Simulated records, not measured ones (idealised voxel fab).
This is a process module. Its name is voxel transistor to metal.
For reference, the cross-section in this document is cut, with width 140 nm and square cells of 5 nm.
A cross-section is a grid of square cells, given in bands from the top down. A band is one or more rows of cells.
Quick guide to a band line: top height, bottom height (nm) up front; then every material left to right with its width in nm. Only one material and it's marked "edge to edge"? Then it fills the band edge to edge. And "blank" just means empty space.
For the purposes of this specification, 0 denotes the height below which the wafer in its as-received condition is composed wholly of one material, and the lowermost band, lacking a lower limit, extends downward without end, as expressed in "0 nm and below".
Graded width ("30..40"): value in top row of band = first number; value in bottom row = second number; row-to-row change constant.
"stayed the same", as given for a step, is the statement that not any cell of the cross-section underwent a change during that step.
Reported under the label "Closed void list" are the empty spaces having no open way to the top and comprising 8 cells or more; the notation for each is width x height at distance, in which the distance is measured from the left edge and all three values are in nm.
It should be noted that, on the line of a given step, the content following the step's settings is a remark produced by the simulator itself with respect to that step.
"overlay nm", when on a step's line for a step with a mask, measures how far to the right of its planned place the mask lay; a negative measure means to the left.

These are the steps we planned for the process
1 RECEIVE (material Si)
2 CONFORMAL_DEP (material SiO2; thk nm 5)
3 CONFORMAL_DEP (material SiN; thk nm 10)
4 MASKED_ETCH (tone cover; mask id ACTIVE; width nm 100; etch materials SiN; depth nm 10; overlay nm 0)
5 MASKED_ETCH (tone cover; mask id ACTIVE; width nm 100; etch materials SiO2; depth nm 5; overlay nm 0)
6 MASKED_ETCH (tone cover; mask id ACTIVE; width nm 100; etch materials Si; depth nm 35; overlay nm 0)
7 FILL_DEP (material SiO2; thk nm 10)
8 CMP (height nm 15)
9 SELECTIVE_ETCH (etch materials SiO2; depth nm 5)
10 STRIP (etch materials SiN)
11 SELECTIVE_ETCH (etch materials SiO2; depth nm 5)
12 OXIDIZE (depth nm 5)
13 DIRECTIONAL_DEP (material polySi; thk nm 25)
14 DIRECTIONAL_DEP (material SiCN; thk nm 10)
15 MASKED_ETCH (tone cover; mask id GATE; width nm 30; etch materials SiCN; depth nm 20; overlay nm 0)
16 MASKED_ETCH (tone cover; mask id GATE; width nm 30; etch materials polySi; depth nm 35; overlay nm 0)
17 CONFORMAL_DEP (material SiN; thk nm 10)
18 DIRECTIONAL_ETCH (etch materials SiN; depth nm 10)
19 DIRECTIONAL_ETCH (etch materials SiO2; depth nm 5)
20 DIRECTIONAL_ETCH (etch materials Si; depth nm 15)
21 EPI (material SiGe; thk nm 15)
22 FILL_DEP (material SiO2; thk nm 10)
23 CMP (height nm 25)
24 STRIP (etch materials polySi)
25 SELECTIVE_ETCH (etch materials SiO2; depth nm 5)
26 CONFORMAL_DEP (material HfO2; thk nm 5)
27 CONFORMAL_DEP (material TiN; thk nm 5)
28 FILL_DEP (material W; thk nm 10)
29 CMP (height nm 20)
30 DIRECTIONAL_DEP (material SiO2; thk nm 10)
31 MASKED_ETCH (tone open; mask id CONTACT; width nm 15; pitch nm 75; etch materials SiO2; depth nm 20; overlay nm 0)
32 CONFORMAL_DEP (material TiN; thk nm 5)
33 FILL_DEP (material W; thk nm 10)
34 CMP (height nm 30)
35 CONFORMAL_DEP (material SiN; thk nm 5)
36 DIRECTIONAL_DEP (material lowk; thk nm 20)
37 MASKED_ETCH (tone open; mask id METAL_1; width nm 15; pitch nm 75; etch materials lowk; depth nm 20; overlay nm 0)
38 MASKED_ETCH (tone open; mask id METAL_1; width nm 15; pitch nm 75; etch materials SiN; depth nm 5; overlay nm 0)
39 CONFORMAL_DEP (material TiN; thk nm 5)
40 FILL_DEP (material Cu; thk nm 10)
41 CMP (height nm 55)
42 CONFORMAL_DEP (material SiN; thk nm 5)

The first of a set of two wafers, run to plan

As received (post step 1): cross-section
	0 nm and below  Si edge to edge
	Closed void list: none

After step 2, in cross-section
	5 nm to 0 nm  SiO2 edge to edge
	Lower than 0, everything is as it was.

After step 3, in cross-section
	15 nm to 5 nm  SiN edge to edge
	Lower than 5, everything is as it was.

After step 4, in cross-section
	15 nm to 5 nm  blank 20 nm / SiN 100 nm / blank 20 nm
	Lower than 5, everything is as it was.

After step 5, in cross-section
	15 nm to 5 nm  blank 20 nm / SiN 100 nm / blank 20 nm
	5 nm to 0 nm  blank 20 nm / SiO2 100 nm / blank 20 nm
	Lower than 0, everything is as it was.

After step 6, in cross-section
	15 nm to 5 nm  blank 20 nm / SiN 100 nm / blank 20 nm
	5 nm to 0 nm  blank 20 nm / SiO2 100 nm / blank 20 nm
	0 nm to -35 nm  blank 20 nm / Si 100 nm / blank 20 nm
	Lower than -35, everything is as it was.

After step 7, in cross-section
	25 nm to 15 nm  SiO2 edge to edge
	15 nm to 5 nm  SiO2 20 nm / SiN 100 nm / SiO2 20 nm
	5 nm to 0 nm  SiO2 edge to edge
	0 nm to -35 nm  SiO2 20 nm / Si 100 nm / SiO2 20 nm
	Lower than -35, everything is as it was.

After step 8, in cross-section
	15 nm to 5 nm  SiO2 20 nm / SiN 100 nm / SiO2 20 nm
	Lower than 5, everything is as it was.

After step 9, in cross-section
	15 nm to 10 nm  blank 20 nm / SiN 100 nm / blank 20 nm
	Lower than 10, everything is as it was.

After step 10, in cross-section
	10 nm to 5 nm  SiO2 20 nm / blank 100 nm / SiO2 20 nm
	Lower than 5, everything is as it was.

After step 11, in cross-section
	5 nm to 0 nm  SiO2 15 nm / blank 110 nm / SiO2 15 nm
	Lower than 0, everything is as it was.

After step 12, in cross-section
	5 nm to 0 nm  SiO2 15 nm / blank 110 nm / SiO2 15 nm
	0 nm to -5 nm  SiO2 edge to edge
	Lower than -5, everything is as it was.

After step 13, in cross-section
	30 nm to 25 nm  polySi 15 nm / blank 110 nm / polySi 15 nm
	25 nm to 5 nm  polySi edge to edge
	5 nm to 0 nm  SiO2 15 nm / polySi 110 nm / SiO2 15 nm
	Lower than 0, everything is as it was.

After step 14, in cross-section
	40 nm to 35 nm  SiCN 15 nm / blank 110 nm / SiCN 15 nm
	35 nm to 30 nm  SiCN edge to edge
	30 nm to 25 nm  polySi 15 nm / SiCN 110 nm / polySi 15 nm
	Lower than 25, everything is as it was.

After step 15, in cross-section
	35 nm to 30 nm  blank 55 nm / SiCN 30 nm / blank 55 nm
	30 nm to 25 nm  polySi 15 nm / blank 40 nm / SiCN 30 nm / blank 40 nm / polySi 15 nm
	Lower than 25, everything is as it was.

After step 16, in cross-section
	35 nm to 25 nm  blank 55 nm / SiCN 30 nm / blank 55 nm
	25 nm to 5 nm  blank 55 nm / polySi 30 nm / blank 55 nm
	5 nm to 0 nm  SiO2 15 nm / blank 40 nm / polySi 30 nm / blank 40 nm / SiO2 15 nm
	Lower than 0, everything is as it was.

After step 17, in cross-section
	45 nm to 35 nm  blank 45 nm / SiN 50 nm / blank 45 nm
	35 nm to 25 nm  blank 45 nm / SiN 10 nm / SiCN 30 nm / SiN 10 nm / blank 45 nm
	25 nm to 15 nm  blank 45 nm / SiN 10 nm / polySi 30 nm / SiN 10 nm / blank 45 nm
	15 nm to 10 nm  SiN 25 nm / blank 20 nm / SiN 10 nm / polySi 30 nm / SiN 10 nm / blank 20 nm / SiN 25 nm
	10 nm to 5 nm  SiN 55 nm / polySi 30 nm / SiN 55 nm
	5 nm to 0 nm  SiO2 15 nm / SiN 40 nm / polySi 30 nm / SiN 40 nm / SiO2 15 nm
	Lower than 0, everything is as it was.

After step 18, in cross-section
	35 nm to 25 nm  blank 45 nm / SiN 10 nm / SiCN 30 nm / SiN 10 nm / blank 45 nm
	25 nm to 5 nm  blank 45 nm / SiN 10 nm / polySi 30 nm / SiN 10 nm / blank 45 nm
	5 nm to 0 nm  SiO2 15 nm / SiN 10 nm / blank 20 nm / SiN 10 nm / polySi 30 nm / SiN 10 nm / blank 20 nm / SiN 10 nm / SiO2 15 nm
	Lower than 0, everything is as it was.

After step 19, in cross-section
	35 nm to 25 nm  blank 45 nm / SiN 10 nm / SiCN 30 nm / SiN 10 nm / blank 45 nm
	25 nm to 5 nm  blank 45 nm / SiN 10 nm / polySi 30 nm / SiN 10 nm / blank 45 nm
	5 nm to 0 nm  blank 15 nm / SiN 10 nm / blank 20 nm / SiN 10 nm / polySi 30 nm / SiN 10 nm / blank 20 nm / SiN 10 nm / blank 15 nm
	0 nm to -5 nm  SiO2 25 nm / blank 20 nm / SiO2 50 nm / blank 20 nm / SiO2 25 nm
	Lower than -5, everything is as it was.

After step 20, in cross-section
	35 nm to 25 nm  blank 45 nm / SiN 10 nm / SiCN 30 nm / SiN 10 nm / blank 45 nm
	25 nm to 5 nm  blank 45 nm / SiN 10 nm / polySi 30 nm / SiN 10 nm / blank 45 nm
	5 nm to 0 nm  blank 15 nm / SiN 10 nm / blank 20 nm / SiN 10 nm / polySi 30 nm / SiN 10 nm / blank 20 nm / SiN 10 nm / blank 15 nm
	0 nm to -5 nm  SiO2 25 nm / blank 20 nm / SiO2 50 nm / blank 20 nm / SiO2 25 nm
	-5 nm to -20 nm  SiO2 20 nm / Si 5 nm / blank 20 nm / Si 50 nm / blank 20 nm / Si 5 nm / SiO2 20 nm
	Lower than -20, everything is as it was.

After step 21, in cross-section
	35 nm to 25 nm  blank 45 nm / SiN 10 nm / SiCN 30 nm / SiN 10 nm / blank 45 nm
	25 nm to 10 nm  blank 45 nm / SiN 10 nm / polySi 30 nm / SiN 10 nm / blank 45 nm
	10 nm to 5 nm  blank 20 nm / SiGe 25 nm / SiN 10 nm / polySi 30 nm / SiN 10 nm / SiGe 25 nm / blank 20 nm
	5 nm to 0 nm  blank 15 nm / SiN 10 nm / SiGe 20 nm / SiN 10 nm / polySi 30 nm / SiN 10 nm / SiGe 20 nm / SiN 10 nm / blank 15 nm
	0 nm to -5 nm  SiO2 25 nm / SiGe 20 nm / SiO2 50 nm / SiGe 20 nm / SiO2 25 nm
	-5 nm to -20 nm  SiO2 20 nm / Si 5 nm / SiGe 20 nm / Si 50 nm / SiGe 20 nm / Si 5 nm / SiO2 20 nm
	Lower than -20, everything is as it was.

After step 22, in cross-section
	45 nm to 35 nm  SiO2 edge to edge
	35 nm to 25 nm  SiO2 45 nm / SiN 10 nm / SiCN 30 nm / SiN 10 nm / SiO2 45 nm
	25 nm to 10 nm  SiO2 45 nm / SiN 10 nm / polySi 30 nm / SiN 10 nm / SiO2 45 nm
	10 nm to 5 nm  SiO2 20 nm / SiGe 25 nm / SiN 10 nm / polySi 30 nm / SiN 10 nm / SiGe 25 nm / SiO2 20 nm
	5 nm to 0 nm  SiO2 15 nm / SiN 10 nm / SiGe 20 nm / SiN 10 nm / polySi 30 nm / SiN 10 nm / SiGe 20 nm / SiN 10 nm / SiO2 15 nm
	Lower than 0, everything is as it was.

After step 23, in cross-section
	25 nm to 10 nm  SiO2 45 nm / SiN 10 nm / polySi 30 nm / SiN 10 nm / SiO2 45 nm
	Lower than 10, everything is as it was.

After step 24, in cross-section
	25 nm to 10 nm  SiO2 45 nm / SiN 10 nm / blank 30 nm / SiN 10 nm / SiO2 45 nm
	10 nm to 5 nm  SiO2 20 nm / SiGe 25 nm / SiN 10 nm / blank 30 nm / SiN 10 nm / SiGe 25 nm / SiO2 20 nm
	5 nm to 0 nm  SiO2 15 nm / SiN 10 nm / SiGe 20 nm / SiN 10 nm / blank 30 nm / SiN 10 nm / SiGe 20 nm / SiN 10 nm / SiO2 15 nm
	Lower than 0, everything is as it was.

After step 25, in cross-section
	25 nm to 20 nm  blank 45 nm / SiN 10 nm / blank 30 nm / SiN 10 nm / blank 45 nm
	20 nm to 10 nm  SiO2 45 nm / SiN 10 nm / blank 30 nm / SiN 10 nm / SiO2 45 nm
	10 nm to 5 nm  SiO2 20 nm / SiGe 25 nm / SiN 10 nm / blank 30 nm / SiN 10 nm / SiGe 25 nm / SiO2 20 nm
	5 nm to 0 nm  SiO2 15 nm / SiN 10 nm / SiGe 20 nm / SiN 10 nm / blank 30 nm / SiN 10 nm / SiGe 20 nm / SiN 10 nm / SiO2 15 nm
	0 nm to -5 nm  SiO2 25 nm / SiGe 20 nm / SiO2 5 nm / blank 40 nm / SiO2 5 nm / SiGe 20 nm / SiO2 25 nm
	Lower than -5, everything is as it was.

After step 26, in cross-section
	30 nm to 25 nm  blank 40 nm / HfO2 20 nm / blank 20 nm / HfO2 20 nm / blank 40 nm
	25 nm to 20 nm  HfO2 45 nm / SiN 10 nm / HfO2 5 nm / blank 20 nm / HfO2 5 nm / SiN 10 nm / HfO2 45 nm
	20 nm to 10 nm  SiO2 45 nm / SiN 10 nm / HfO2 5 nm / blank 20 nm / HfO2 5 nm / SiN 10 nm / SiO2 45 nm
	10 nm to 5 nm  SiO2 20 nm / SiGe 25 nm / SiN 10 nm / HfO2 5 nm / blank 20 nm / HfO2 5 nm / SiN 10 nm / SiGe 25 nm / SiO2 20 nm
	5 nm to 0 nm  SiO2 15 nm / SiN 10 nm / SiGe 20 nm / SiN 10 nm / HfO2 5 nm / blank 20 nm / HfO2 5 nm / SiN 10 nm / SiGe 20 nm / SiN 10 nm / SiO2 15 nm
	0 nm to -5 nm  SiO2 25 nm / SiGe 20 nm / SiO2 5 nm / HfO2 40 nm / SiO2 5 nm / SiGe 20 nm / SiO2 25 nm
	Lower than -5, everything is as it was.

After step 27, in cross-section
	35 nm to 30 nm  blank 35 nm / TiN 30 nm / blank 10 nm / TiN 30 nm / blank 35 nm
	30 nm to 25 nm  TiN 40 nm / HfO2 20 nm / TiN 5 nm / blank 10 nm / TiN 5 nm / HfO2 20 nm / TiN 40 nm
	25 nm to 20 nm  HfO2 45 nm / SiN 10 nm / HfO2 5 nm / TiN 5 nm / blank 10 nm / TiN 5 nm / HfO2 5 nm / SiN 10 nm / HfO2 45 nm
	20 nm to 10 nm  SiO2 45 nm / SiN 10 nm / HfO2 5 nm / TiN 5 nm / blank 10 nm / TiN 5 nm / HfO2 5 nm / SiN 10 nm / SiO2 45 nm
	10 nm to 5 nm  SiO2 20 nm / SiGe 25 nm / SiN 10 nm / HfO2 5 nm / TiN 5 nm / blank 10 nm / TiN 5 nm / HfO2 5 nm / SiN 10 nm / SiGe 25 nm / SiO2 20 nm
	5 nm to 0 nm  SiO2 15 nm / SiN 10 nm / SiGe 20 nm / SiN 10 nm / HfO2 5 nm / TiN 20 nm / HfO2 5 nm / SiN 10 nm / SiGe 20 nm / SiN 10 nm / SiO2 15 nm
	Lower than 0, everything is as it was.

After step 28, in cross-section
	45 nm to 35 nm  W edge to edge
	35 nm to 30 nm  W 35 nm / TiN 30 nm / W 10 nm / TiN 30 nm / W 35 nm
	30 nm to 25 nm  TiN 40 nm / HfO2 20 nm / TiN 5 nm / W 10 nm / TiN 5 nm / HfO2 20 nm / TiN 40 nm
	25 nm to 20 nm  HfO2 45 nm / SiN 10 nm / HfO2 5 nm / TiN 5 nm / W 10 nm / TiN 5 nm / HfO2 5 nm / SiN 10 nm / HfO2 45 nm
	20 nm to 10 nm  SiO2 45 nm / SiN 10 nm / HfO2 5 nm / TiN 5 nm / W 10 nm / TiN 5 nm / HfO2 5 nm / SiN 10 nm / SiO2 45 nm
	10 nm to 5 nm  SiO2 20 nm / SiGe 25 nm / SiN 10 nm / HfO2 5 nm / TiN 5 nm / W 10 nm / TiN 5 nm / HfO2 5 nm / SiN 10 nm / SiGe 25 nm / SiO2 20 nm
	Lower than 5, everything is as it was.

After step 29, in cross-section
	20 nm to 10 nm  SiO2 45 nm / SiN 10 nm / HfO2 5 nm / TiN 5 nm / W 10 nm / TiN 5 nm / HfO2 5 nm / SiN 10 nm / SiO2 45 nm
	Lower than 10, everything is as it was.

After step 30, in cross-section
	30 nm to 20 nm  SiO2 edge to edge
	Lower than 20, everything is as it was.

After step 31, in cross-section
	30 nm to 20 nm  SiO2 25 nm / blank 15 nm / SiO2 60 nm / blank 15 nm / SiO2 25 nm
	20 nm to 10 nm  SiO2 25 nm / blank 15 nm / SiO2 5 nm / SiN 10 nm / HfO2 5 nm / TiN 5 nm / W 10 nm / TiN 5 nm / HfO2 5 nm / SiN 10 nm / SiO2 5 nm / blank 15 nm / SiO2 25 nm
	Lower than 10, everything is as it was.

After step 32, in cross-section
	35 nm to 30 nm  TiN 30 nm / blank 5 nm / TiN 70 nm / blank 5 nm / TiN 30 nm
	30 nm to 20 nm  SiO2 25 nm / TiN 5 nm / blank 5 nm / TiN 5 nm / SiO2 60 nm / TiN 5 nm / blank 5 nm / TiN 5 nm / SiO2 25 nm
	20 nm to 15 nm  SiO2 25 nm / TiN 5 nm / blank 5 nm / TiN 5 nm / SiO2 5 nm / SiN 10 nm / HfO2 5 nm / TiN 5 nm / W 10 nm / TiN 5 nm / HfO2 5 nm / SiN 10 nm / SiO2 5 nm / TiN 5 nm / blank 5 nm / TiN 5 nm / SiO2 25 nm
	15 nm to 10 nm  SiO2 25 nm / TiN 15 nm / SiO2 5 nm / SiN 10 nm / HfO2 5 nm / TiN 5 nm / W 10 nm / TiN 5 nm / HfO2 5 nm / SiN 10 nm / SiO2 5 nm / TiN 15 nm / SiO2 25 nm
	Lower than 10, everything is as it was.

After step 33, in cross-section
	45 nm to 35 nm  W edge to edge
	35 nm to 30 nm  TiN 30 nm / W 5 nm / TiN 70 nm / W 5 nm / TiN 30 nm
	30 nm to 20 nm  SiO2 25 nm / TiN 5 nm / W 5 nm / TiN 5 nm / SiO2 60 nm / TiN 5 nm / W 5 nm / TiN 5 nm / SiO2 25 nm
	20 nm to 15 nm  SiO2 25 nm / TiN 5 nm / W 5 nm / TiN 5 nm / SiO2 5 nm / SiN 10 nm / HfO2 5 nm / TiN 5 nm / W 10 nm / TiN 5 nm / HfO2 5 nm / SiN 10 nm / SiO2 5 nm / TiN 5 nm / W 5 nm / TiN 5 nm / SiO2 25 nm
	Lower than 15, everything is as it was.

After step 34, in cross-section
	30 nm to 20 nm  SiO2 25 nm / TiN 5 nm / W 5 nm / TiN 5 nm / SiO2 60 nm / TiN 5 nm / W 5 nm / TiN 5 nm / SiO2 25 nm
	Lower than 20, everything is as it was.

After step 35, in cross-section
	35 nm to 30 nm  SiN edge to edge
	Lower than 30, everything is as it was.

After step 36, in cross-section
	55 nm to 35 nm  lowk edge to edge
	Lower than 35, everything is as it was.

After step 37, in cross-section
	55 nm to 35 nm  lowk 25 nm / blank 15 nm / lowk 60 nm / blank 15 nm / lowk 25 nm
	Lower than 35, everything is as it was.

After step 38, in cross-section
	55 nm to 35 nm  lowk 25 nm / blank 15 nm / lowk 60 nm / blank 15 nm / lowk 25 nm
	35 nm to 30 nm  SiN 25 nm / blank 15 nm / SiN 60 nm / blank 15 nm / SiN 25 nm
	Lower than 30, everything is as it was.

After step 39, in cross-section
	60 nm to 55 nm  TiN 30 nm / blank 5 nm / TiN 70 nm / blank 5 nm / TiN 30 nm
	55 nm to 35 nm  lowk 25 nm / TiN 5 nm / blank 5 nm / TiN 5 nm / lowk 60 nm / TiN 5 nm / blank 5 nm / TiN 5 nm / lowk 25 nm
	35 nm to 30 nm  SiN 25 nm / TiN 15 nm / SiN 60 nm / TiN 15 nm / SiN 25 nm
	Lower than 30, everything is as it was.

After step 40, in cross-section
	70 nm to 60 nm  Cu edge to edge
	60 nm to 55 nm  TiN 30 nm / Cu 5 nm / TiN 70 nm / Cu 5 nm / TiN 30 nm
	55 nm to 35 nm  lowk 25 nm / TiN 5 nm / Cu 5 nm / TiN 5 nm / lowk 60 nm / TiN 5 nm / Cu 5 nm / TiN 5 nm / lowk 25 nm
	Lower than 35, everything is as it was.

After step 41, in cross-section
	55 nm to 35 nm  lowk 25 nm / TiN 5 nm / Cu 5 nm / TiN 5 nm / lowk 60 nm / TiN 5 nm / Cu 5 nm / TiN 5 nm / lowk 25 nm
	Lower than 35, everything is as it was.

After step 42, in cross-section
	60 nm to 55 nm  SiN edge to edge
	Lower than 55, everything is as it was.

Second wafer. Start and plan as for the first. One mistake made in running. Agrees with the first up to and including step 27

Second wafer, cut view, end of step 28 per plan
	45 nm to 35 nm  SiCN edge to edge
	35 nm to 30 nm  SiCN 35 nm / TiN 30 nm / SiCN 10 nm / TiN 30 nm / SiCN 35 nm
	30 nm to 25 nm  TiN 40 nm / HfO2 20 nm / TiN 5 nm / SiCN 10 nm / TiN 5 nm / HfO2 20 nm / TiN 40 nm
	25 nm to 20 nm  HfO2 45 nm / SiN 10 nm / HfO2 5 nm / TiN 5 nm / SiCN 10 nm / TiN 5 nm / HfO2 5 nm / SiN 10 nm / HfO2 45 nm
	20 nm to 10 nm  SiO2 45 nm / SiN 10 nm / HfO2 5 nm / TiN 5 nm / SiCN 10 nm / TiN 5 nm / HfO2 5 nm / SiN 10 nm / SiO2 45 nm
	10 nm to 5 nm  SiO2 20 nm / SiGe 25 nm / SiN 10 nm / HfO2 5 nm / TiN 5 nm / SiCN 10 nm / TiN 5 nm / HfO2 5 nm / SiN 10 nm / SiGe 25 nm / SiO2 20 nm
	Lower than 5, everything is as it was.

Second wafer, cut view, end of step 29 per plan
	20 nm to 10 nm  SiO2 45 nm / SiN 10 nm / HfO2 5 nm / TiN 5 nm / SiCN 10 nm / TiN 5 nm / HfO2 5 nm / SiN 10 nm / SiO2 45 nm
	Lower than 10, everything is as it was.

Second wafer, cut view, end of step 30 per plan
	30 nm to 20 nm  SiO2 edge to edge
	Lower than 20, everything is as it was.

Second wafer, cut view, end of step 31 per plan
	30 nm to 20 nm  SiO2 25 nm / blank 15 nm / SiO2 60 nm / blank 15 nm / SiO2 25 nm
	20 nm to 10 nm  SiO2 25 nm / blank 15 nm / SiO2 5 nm / SiN 10 nm / HfO2 5 nm / TiN 5 nm / SiCN 10 nm / TiN 5 nm / HfO2 5 nm / SiN 10 nm / SiO2 5 nm / blank 15 nm / SiO2 25 nm
	Lower than 10, everything is as it was.

Second wafer, cut view, end of step 32 per plan
	35 nm to 30 nm  TiN 30 nm / blank 5 nm / TiN 70 nm / blank 5 nm / TiN 30 nm
	30 nm to 20 nm  SiO2 25 nm / TiN 5 nm / blank 5 nm / TiN 5 nm / SiO2 60 nm / TiN 5 nm / blank 5 nm / TiN 5 nm / SiO2 25 nm
	20 nm to 15 nm  SiO2 25 nm / TiN 5 nm / blank 5 nm / TiN 5 nm / SiO2 5 nm / SiN 10 nm / HfO2 5 nm / TiN 5 nm / SiCN 10 nm / TiN 5 nm / HfO2 5 nm / SiN 10 nm / SiO2 5 nm / TiN 5 nm / blank 5 nm / TiN 5 nm / SiO2 25 nm
	15 nm to 10 nm  SiO2 25 nm / TiN 15 nm / SiO2 5 nm / SiN 10 nm / HfO2 5 nm / TiN 5 nm / SiCN 10 nm / TiN 5 nm / HfO2 5 nm / SiN 10 nm / SiO2 5 nm / TiN 15 nm / SiO2 25 nm
	Lower than 10, everything is as it was.

Second wafer, cut view, end of step 33 per plan
	45 nm to 35 nm  W edge to edge
	35 nm to 30 nm  TiN 30 nm / W 5 nm / TiN 70 nm / W 5 nm / TiN 30 nm
	30 nm to 20 nm  SiO2 25 nm / TiN 5 nm / W 5 nm / TiN 5 nm / SiO2 60 nm / TiN 5 nm / W 5 nm / TiN 5 nm / SiO2 25 nm
	20 nm to 15 nm  SiO2 25 nm / TiN 5 nm / W 5 nm / TiN 5 nm / SiO2 5 nm / SiN 10 nm / HfO2 5 nm / TiN 5 nm / SiCN 10 nm / TiN 5 nm / HfO2 5 nm / SiN 10 nm / SiO2 5 nm / TiN 5 nm / W 5 nm / TiN 5 nm / SiO2 25 nm
	Lower than 15, everything is as it was.

Second wafer, cut view, end of step 34 per plan
	30 nm to 20 nm  SiO2 25 nm / TiN 5 nm / W 5 nm / TiN 5 nm / SiO2 60 nm / TiN 5 nm / W 5 nm / TiN 5 nm / SiO2 25 nm
	Lower than 20, everything is as it was.

Second wafer, cut view, end of step 35 per plan
	35 nm to 30 nm  SiN edge to edge
	Lower than 30, everything is as it was.

Second wafer, cut view, end of step 36 per plan
	55 nm to 35 nm  lowk edge to edge
	Lower than 35, everything is as it was.

Second wafer, cut view, end of step 37 per plan
	55 nm to 35 nm  lowk 25 nm / blank 15 nm / lowk 60 nm / blank 15 nm / lowk 25 nm
	Lower than 35, everything is as it was.

Second wafer, cut view, end of step 38 per plan
	55 nm to 35 nm  lowk 25 nm / blank 15 nm / lowk 60 nm / blank 15 nm / lowk 25 nm
	35 nm to 30 nm  SiN 25 nm / blank 15 nm / SiN 60 nm / blank 15 nm / SiN 25 nm
	Lower than 30, everything is as it was.

Second wafer, cut view, end of step 39 per plan
	60 nm to 55 nm  TiN 30 nm / blank 5 nm / TiN 70 nm / blank 5 nm / TiN 30 nm
	55 nm to 35 nm  lowk 25 nm / TiN 5 nm / blank 5 nm / TiN 5 nm / lowk 60 nm / TiN 5 nm / blank 5 nm / TiN 5 nm / lowk 25 nm
	35 nm to 30 nm  SiN 25 nm / TiN 15 nm / SiN 60 nm / TiN 15 nm / SiN 25 nm
	Lower than 30, everything is as it was.

Second wafer, cut view, end of step 40 per plan
	70 nm to 60 nm  Cu edge to edge
	60 nm to 55 nm  TiN 30 nm / Cu 5 nm / TiN 70 nm / Cu 5 nm / TiN 30 nm
	55 nm to 35 nm  lowk 25 nm / TiN 5 nm / Cu 5 nm / TiN 5 nm / lowk 60 nm / TiN 5 nm / Cu 5 nm / TiN 5 nm / lowk 25 nm
	Lower than 35, everything is as it was.

Second wafer, cut view, end of step 41 per plan
	55 nm to 35 nm  lowk 25 nm / TiN 5 nm / Cu 5 nm / TiN 5 nm / lowk 60 nm / TiN 5 nm / Cu 5 nm / TiN 5 nm / lowk 25 nm
	Lower than 35, everything is as it was.

Second wafer, cut view, end of step 42 per plan
	60 nm to 55 nm  SiN edge to edge
	Lower than 55, everything is as it was.
Where did the run depart from the plan? it should be noted that step 28 was executed with settings other than those planned, the operation and settings actually applied being FILL_DEP (material SiCN; thk nm 10)
Materials where the second wafer ends with more or fewer cells than the first: SiCN: 6 more; W: 6 fewer
